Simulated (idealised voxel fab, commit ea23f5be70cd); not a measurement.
Process module, titled voxel released beams
The cross-section on display is named cut; it measures 255 nm wide, and its cells are 5 nm squares.
How to read a cross-section here: the picture is a grid of square cells, written as bands going from the top down, and any band can span one or more rows of cells.
Heads up on the band format: heights come first, top then bottom, in nm. After that it's the materials left to right, each with its width in nm. A single material flagged "edge to edge" fills the whole band edge to edge, and "blank" means there's empty space there.
Counting heights begins at 0, where everything beneath is, in the wafer as received, one material. The lowest band has no bottom; it goes on downwards, as "0 down" shows.
Width spec "30..40" -> top row of cells at first value, bottom row at second value, equal per-row change in between.
"left unchanged" after a step means that no cell of the cross-section changed.
Listed in "Cavities, sealed": every empty space of 8 or more cells without an open way to the top. Form: width x height at distance, the distance being from the left edge, all in nm.
That trailing text on a step's line, after the settings, is the simulator's own remark on the step.
When a step includes a mask, the "overlay nm" setting on its line states how far to the right of its planned place that mask lay, and negative values state how far to the left.
Planned process steps:
- 1: RECEIVE with material Si
- 2: CONFORMAL_DEP with material SiN, thk nm 5
- 3: DIRECTIONAL_DEP with material SiO2, thk nm 15
- 4: DIRECTIONAL_DEP with material aC, thk nm 10
- 5: PATTERN with tone open, mask id ANCHOR, material resist, width nm 35, thk nm 30, overlay nm 0
- 6: DIRECTIONAL_ETCH with etch materials aC, depth nm 10
- 7: STRIP with etch materials resist
- 8: DIRECTIONAL_ETCH with etch materials SiO2, depth nm 15
- 9: STRIP with etch materials aC
- 10: CONFORMAL_DEP with material TiN, thk nm 15
- 11: DIRECTIONAL_DEP with material aC, thk nm 10
- 12: PATTERN with tone cover, mask id BEAM, material resist, width nm 80, thk nm 25, overlay nm 0
- 13: DIRECTIONAL_ETCH with etch materials aC, depth nm 10
- 14: STRIP with etch materials resist
- 15: DIRECTIONAL_ETCH with etch materials TiN, depth nm 15
- 16: STRIP with etch materials aC
- 17: STRIP with etch materials SiO2
So, the first of our two wafers, run just as we planned it:
Cross-section of the incoming wafer, state after step 1:
  0 down | Si edge to edge
  Cavities, sealed: none
The wafer, seen in cross-section, after step 2:
  5 to 0 | SiN edge to edge
  below 0: unchanged
The wafer, seen in cross-section, after step 3:
  20 to 5 | SiO2 edge to edge
  below 5: unchanged
The wafer, seen in cross-section, after step 4:
  30 to 20 | aC edge to edge
  below 20: unchanged
The wafer, seen in cross-section, after step 5:
  60 to 30 | 90 of resist / 35 of blank / 130 of resist
  below 30: unchanged
The wafer, seen in cross-section, after step 6:
  50 to 30 | 90 of resist / 35 of blank / 130 of resist
  30 to 20 | 90 of aC / 35 of blank / 130 of aC
  below 20: unchanged
The wafer, seen in cross-section, after step 7:
  30 to 20 | 90 of aC / 35 of blank / 130 of aC
  below 20: unchanged
The wafer, seen in cross-section, after step 8:
  30 to 20 | 90 of aC / 35 of blank / 130 of aC
  20 to 5 | 90 of SiO2 / 35 of blank / 130 of SiO2
  below 5: unchanged
The wafer, seen in cross-section, after step 9:
  20 to 5 | 90 of SiO2 / 35 of blank / 130 of SiO2
  below 5: unchanged
The wafer, seen in cross-section, after step 10:
  35 to 20 | 105 of TiN / 5 of blank / 145 of TiN
  20 to 5 | 90 of SiO2 / 35 of TiN / 130 of SiO2
  below 5: unchanged
The wafer, seen in cross-section, after step 11:
  45 to 35 | 105 of aC / 5 of blank / 145 of aC
  35 to 30 | 105 of TiN / 5 of blank / 145 of TiN
  30 to 20 | 105 of TiN / 5 of aC / 145 of TiN
  below 20: unchanged
The wafer, seen in cross-section, after step 12:
  70 to 45 | 85 of blank / 80 of resist / 90 of blank
  45 to 35 | 105 of aC / 5 of resist / 145 of aC
  35 to 30 | 105 of TiN / 5 of resist / 145 of TiN
  below 30: unchanged
The wafer, seen in cross-section, after step 13:
  60 to 45 | 85 of blank / 80 of resist / 90 of blank
  45 to 35 | 85 of blank / 20 of aC / 5 of resist / 55 of aC / 90 of blank
  below 35: unchanged
The wafer, seen in cross-section, after step 14:
  45 to 35 | 85 of blank / 20 of aC / 5 of blank / 55 of aC / 90 of blank
  35 to 30 | 105 of TiN / 5 of blank / 145 of TiN
  below 30: unchanged
The wafer, seen in cross-section, after step 15:
  45 to 35 | 85 of blank / 20 of aC / 5 of blank / 55 of aC / 90 of blank
  35 to 30 | 85 of blank / 20 of TiN / 5 of blank / 55 of TiN / 90 of blank
  30 to 20 | 85 of blank / 20 of TiN / 5 of aC / 55 of TiN / 90 of blank
  below 20: unchanged
The wafer, seen in cross-section, after step 16:
  35 to 20 | 85 of blank / 20 of TiN / 5 of blank / 55 of TiN / 90 of blank
  below 20: unchanged
The wafer, seen in cross-section, after step 17:
  35 to 20 | 85 of blank / 20 of TiN / 5 of blank / 55 of TiN / 90 of blank
  20 to 5 | 90 of blank / 35 of TiN / 130 of blank
  below 5: unchanged
Wafer two. Identical start, identical plan. One mistake in execution. Identical history through step 3:
The second wafer cut through, at the time step 4 was supposed to be finished:
  30 to 20 | TiN edge to edge
  below 20: unchanged
The second wafer cut through, at the time step 5 was supposed to be finished:
  60 to 30 | 90 of resist / 35 of blank / 130 of resist
  below 30: unchanged
The second wafer cut through, at the time step 6 was supposed to be finished:
  50 to 30 | 90 of resist / 35 of blank / 130 of resist
  below 30: unchanged
The second wafer cut through, at the time step 7 was supposed to be finished:
  30 to 20 | TiN edge to edge
  below 20: unchanged
The second wafer cut through, at the time step 8 was supposed to be finished: left unchanged
The second wafer cut through, at the time step 9 was supposed to be finished: left unchanged
The second wafer cut through, at the time step 10 was supposed to be finished:
  45 to 20 | TiN edge to edge
  below 20: unchanged
The second wafer cut through, at the time step 11 was supposed to be finished:
  55 to 45 | aC edge to edge
  below 45: unchanged
The second wafer cut through, at the time step 12 was supposed to be finished:
  80 to 55 | 85 of blank / 80 of resist / 90 of blank
  below 55: unchanged
The second wafer cut through, at the time step 13 was supposed to be finished:
  70 to 55 | 85 of blank / 80 of resist / 90 of blank
  55 to 45 | 85 of blank / 80 of aC / 90 of blank
  below 45: unchanged
The second wafer cut through, at the time step 14 was supposed to be finished:
  55 to 45 | 85 of blank / 80 of aC / 90 of blank
  below 45: unchanged
The second wafer cut through, at the time step 15 was supposed to be finished:
  55 to 45 | 85 of blank / 80 of aC / 90 of blank
  45 to 30 | 85 of blank / 80 of TiN / 90 of blank
  below 30: unchanged
The second wafer cut through, at the time step 16 was supposed to be finished:
  45 to 30 | 85 of blank / 80 of TiN / 90 of blank
  below 30: unchanged
The second wafer cut through, at the time step 17 was supposed to be finished: left unchanged
In executing the process, a mistake was made relative to the plan: step 4 went in with a setting other than planned; the actual run was DIRECTIONAL_DEP with material TiN, thk nm 10
It is noted that, at the conclusion of processing, the second wafer exhibits a higher or lower cell count for certain materials relative to the first: +153 SiO2 | +84 TiN
